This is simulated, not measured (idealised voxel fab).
process module | voxel gate over fins
cross-section cut | 205 nm wide | cells 5 nm
A cross-section is a grid of square cells, given in bands from the top down. A band is one or more rows of cells.
Each band's line starts with the height of the band's top and of its bottom, in nm. Then come its materials from left to right, each with its width in nm. One material with "throughout" fills the band from edge to edge. "air" is empty space.
Height 0 is the level under which the wafer as received is all one material. The lowest band goes on downwards, as in "0 down".
A width such as "30 to 40" changes by the same amount from each row of cells to the next, from the band's top row to its bottom row.
"no change" after a step means that no cell of the cross-section changed.
closed voids: empty space of 8 cells or more with no open way to the top, each as width x height at its distance from the left edge, in nm
after a step's settings: what the simulator itself notes on the step
overlay nm, on a step with a mask: how far to the right of its planned place the mask lay; to the left if negative
plan
1 op RECEIVE | material Si
2 op CONFORMAL_DEP | material SiN | thk nm 10
3 op PATTERN | tone cover | mask id FINS | material resist | width nm 15 | pitch nm 35 | thk nm 15 | overlay nm 0
4 op DIRECTIONAL_ETCH | etch materials SiN | depth nm 10
5 op DIRECTIONAL_ETCH | etch materials Si | depth nm 35
6 op STRIP | etch materials resist
7 op FILL_DEP | material SiO2 | thk nm 10
8 op CMP | height nm 10
9 op SELECTIVE_ETCH | etch materials SiO2 | depth nm 20
10 op STRIP | etch materials SiN
11 op CONFORMAL_DEP | material HfO2 | thk nm 5
12 op CONFORMAL_DEP | material TiN | thk nm 5
13 op FILL_DEP | material W | thk nm 15
14 op CMP | height nm 20
15 op CONFORMAL_DEP | material SiCN | thk nm 10
first wafer, as planned
as received, after step 1
  0 down: Si throughout
  closed voids: none
after step 2
  10 to 0: SiN throughout
  below 0: unchanged
after step 3
  25 to 10: air 40 | resist 15 | air 20 | resist 15 | air 20 | resist 15 | air 20 | resist 15 | air 45
  below 10: unchanged
after step 4
  25 to 10: air 40 | resist 15 | air 20 | resist 15 | air 20 | resist 15 | air 20 | resist 15 | air 45
  10 to 0: air 40 | SiN 15 | air 20 | SiN 15 | air 20 | SiN 15 | air 20 | SiN 15 | air 45
  below 0: unchanged
after step 5
  25 to 10: air 40 | resist 15 | air 20 | resist 15 | air 20 | resist 15 | air 20 | resist 15 | air 45
  10 to 0: air 40 | SiN 15 | air 20 | SiN 15 | air 20 | SiN 15 | air 20 | SiN 15 | air 45
  0 to -35: air 40 | Si 15 | air 20 | Si 15 | air 20 | Si 15 | air 20 | Si 15 | air 45
  below -35: unchanged
after step 6
  10 to 0: air 40 | SiN 15 | air 20 | SiN 15 | air 20 | SiN 15 | air 20 | SiN 15 | air 45
  below 0: unchanged
after step 7
  20 to 10: SiO2 throughout
  10 to 0: SiO2 40 | SiN 15 | SiO2 20 | SiN 15 | SiO2 20 | SiN 15 | SiO2 20 | SiN 15 | SiO2 45
  0 to -35: SiO2 40 | Si 15 | SiO2 20 | Si 15 | SiO2 20 | Si 15 | SiO2 20 | Si 15 | SiO2 45
  below -35: unchanged
after step 8
  10 to 0: SiO2 40 | SiN 15 | SiO2 20 | SiN 15 | SiO2 20 | SiN 15 | SiO2 20 | SiN 15 | SiO2 45
  below 0: unchanged
after step 9
  10 to 0: air 40 | SiN 15 | air 20 | SiN 15 | air 20 | SiN 15 | air 20 | SiN 15 | air 45
  0 to -10: air 40 | Si 15 | air 20 | Si 15 | air 20 | Si 15 | air 20 | Si 15 | air 45
  below -10: unchanged
after step 10
  0 to -10: air 40 | Si 15 | air 20 | Si 15 | air 20 | Si 15 | air 20 | Si 15 | air 45
  below -10: unchanged
after step 11
  5 to 0: air 35 | HfO2 25 | air 10 | HfO2 25 | air 10 | HfO2 25 | air 10 | HfO2 25 | air 40
  0 to -5: air 35 | HfO2 5 | Si 15 | HfO2 5 | air 10 | HfO2 5 | Si 15 | HfO2 5 | air 10 | HfO2 5 | Si 15 | HfO2 5 | air 10 | HfO2 5 | Si 15 | HfO2 5 | air 40
  -5 to -10: HfO2 40 | Si 15 | HfO2 20 | Si 15 | HfO2 20 | Si 15 | HfO2 20 | Si 15 | HfO2 45
  below -10: unchanged
after step 12
  10 to 5: air 30 | TiN 140 | air 35
  5 to 0: air 30 | TiN 5 | HfO2 25 | TiN 10 | HfO2 25 | TiN 10 | HfO2 25 | TiN 10 | HfO2 25 | TiN 5 | air 35
  0 to -5: TiN 35 | HfO2 5 | Si 15 | HfO2 5 | TiN 10 | HfO2 5 | Si 15 | HfO2 5 | TiN 10 | HfO2 5 | Si 15 | HfO2 5 | TiN 10 | HfO2 5 | Si 15 | HfO2 5 | TiN 40
  below -5: unchanged
after step 13
  25 to 10: W throughout
  10 to 5: W 30 | TiN 140 | W 35
  5 to 0: W 30 | TiN 5 | HfO2 25 | TiN 10 | HfO2 25 | TiN 10 | HfO2 25 | TiN 10 | HfO2 25 | TiN 5 | W 35
  below 0: unchanged
after step 14
  20 to 10: W throughout
  below 10: unchanged
after step 15
  30 to 20: SiCN throughout
  below 20: unchanged
second wafer: like start, like plan, one mistake. Through step 4 it matches the first wafer
when step 5 should have ended
  25 to 10: air 40 | resist 15 | air 20 | resist 15 | air 20 | resist 15 | air 20 | resist 15 | air 45
  10 to 0: air 40 | SiN 15 | air 20 | SiN 15 | air 20 | SiN 15 | air 20 | SiN 15 | air 45
  0 to -70: air 40 | Si 15 | air 20 | Si 15 | air 20 | Si 15 | air 20 | Si 15 | air 45
  below -70: unchanged
when step 6 should have ended
  10 to 0: air 40 | SiN 15 | air 20 | SiN 15 | air 20 | SiN 15 | air 20 | SiN 15 | air 45
  below 0: unchanged
when step 7 should have ended
  20 to 10: SiO2 throughout
  10 to 0: SiO2 40 | SiN 15 | SiO2 20 | SiN 15 | SiO2 20 | SiN 15 | SiO2 20 | SiN 15 | SiO2 45
  0 to -70: SiO2 40 | Si 15 | SiO2 20 | Si 15 | SiO2 20 | Si 15 | SiO2 20 | Si 15 | SiO2 45
  below -70: unchanged
when step 8 should have ended
  10 to 0: SiO2 40 | SiN 15 | SiO2 20 | SiN 15 | SiO2 20 | SiN 15 | SiO2 20 | SiN 15 | SiO2 45
  below 0: unchanged
when step 9 should have ended
  10 to 0: air 40 | SiN 15 | air 20 | SiN 15 | air 20 | SiN 15 | air 20 | SiN 15 | air 45
  0 to -10: air 40 | Si 15 | air 20 | Si 15 | air 20 | Si 15 | air 20 | Si 15 | air 45
  below -10: unchanged
when step 10 should have ended
  0 to -10: air 40 | Si 15 | air 20 | Si 15 | air 20 | Si 15 | air 20 | Si 15 | air 45
  below -10: unchanged
when step 11 should have ended
  5 to 0: air 35 | HfO2 25 | air 10 | HfO2 25 | air 10 | HfO2 25 | air 10 | HfO2 25 | air 40
  0 to -5: air 35 | HfO2 5 | Si 15 | HfO2 5 | air 10 | HfO2 5 | Si 15 | HfO2 5 | air 10 | HfO2 5 | Si 15 | HfO2 5 | air 10 | HfO2 5 | Si 15 | HfO2 5 | air 40
  -5 to -10: HfO2 40 | Si 15 | HfO2 20 | Si 15 | HfO2 20 | Si 15 | HfO2 20 | Si 15 | HfO2 45
  below -10: unchanged
when step 12 should have ended
  10 to 5: air 30 | TiN 140 | air 35
  5 to 0: air 30 | TiN 5 | HfO2 25 | TiN 10 | HfO2 25 | TiN 10 | HfO2 25 | TiN 10 | HfO2 25 | TiN 5 | air 35
  0 to -5: TiN 35 | HfO2 5 | Si 15 | HfO2 5 | TiN 10 | HfO2 5 | Si 15 | HfO2 5 | TiN 10 | HfO2 5 | Si 15 | HfO2 5 | TiN 10 | HfO2 5 | Si 15 | HfO2 5 | TiN 40
  below -5: unchanged
when step 13 should have ended
  25 to 10: W throughout
  10 to 5: W 30 | TiN 140 | W 35
  5 to 0: W 30 | TiN 5 | HfO2 25 | TiN 10 | HfO2 25 | TiN 10 | HfO2 25 | TiN 10 | HfO2 25 | TiN 5 | W 35
  below 0: unchanged
when step 14 should have ended
  20 to 10: W throughout
  below 10: unchanged
when step 15 should have ended
  30 to 20: SiCN throughout
  below 20: unchanged
what went wrong: step 5 was run twice
at the end the second wafer has, in cells: 203 fewer of Si | 203 more of SiO2
